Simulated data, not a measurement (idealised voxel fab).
Title: Process Module voxel spacer lines
Cross-section cut spans 190 nm and uses square cells 5 nm in size.
The cross-sections in this document take the form of a grid made of square cells. They are written out as bands, in order from top to bottom. Each band consists of one or more rows of cells.
First you get the band's top height and its bottom height, in nm, and then the materials it's made of, left to right, with each width in nm. If you see a single material with "full width", that one covers the band edge to edge. "empty" is empty space.
Height is counted from the level 0, under which the received wafer is composed throughout of one material. The lowest of the bands is not closed at the bottom but continues downward, in the notation "0 nm and below".
Read "30->40" as a graded width: first number on top, second number at the bottom, same change between each pair of neighbouring rows.
You'll sometimes find "stayed the same" written for a step, and that's the way of saying that nowhere in the cross-section did a cell change during that step.
The entry titled "Fully sealed cavities" provides the empty spaces that have no open way to the top, restricted to those of 8 cells or more. Each is presented as width x height at distance, the distance being measured from the left edge, with all three in nm.
It should be noted that, on the line of a given step, the content following the step's settings is a remark produced by the simulator itself with respect to that step.
"overlay nm" answers the question of how far to the right of plan the mask lay on a step that has a mask, and when it is negative the answer is to the left.
**Listed below are the process steps as planned**
1,RECEIVE,material Si
2,CONFORMAL_DEP,material Al2O3,thk nm 10
3,DIRECTIONAL_DEP,material TiN,thk nm 10
4,DIRECTIONAL_DEP,material aC,thk nm 30
5,PATTERN,tone cover,mask id MANDREL,material resist,width nm 15,pitch nm 50,thk nm 40,overlay nm 0
6,DIRECTIONAL_ETCH,etch materials aC,depth nm 30
7,STRIP,etch materials resist
8,CONFORMAL_DEP,material SiN,thk nm 10
9,DIRECTIONAL_ETCH,etch materials SiN,depth nm 10
10,STRIP,etch materials aC
11,DIRECTIONAL_ETCH,etch materials TiN,depth nm 10
12,STRIP,etch materials SiN
The wafers are alike at the start. At step 5, their width nm differs. The plan lists the first wafer's value.
**first wafer as received, after step 1**
> 0 nm and below  Si full width
> Fully sealed cavities: none
**The rows of the table below are wafers. Looking at the end of the module, a row counts, for every material, the cells the wafer has gained, shown as (+), or lost, shown as (-), since it was received; its closed voids come next**
width nm 15, +76 Al2O3, +16 TiN, Fully sealed cavities: none
width nm 20, +76 Al2O3, +16 TiN, Fully sealed cavities: none
width nm 25, +76 Al2O3, +16 TiN, Fully sealed cavities: none
width nm 30, +76 Al2O3, +16 TiN, Fully sealed cavities: none
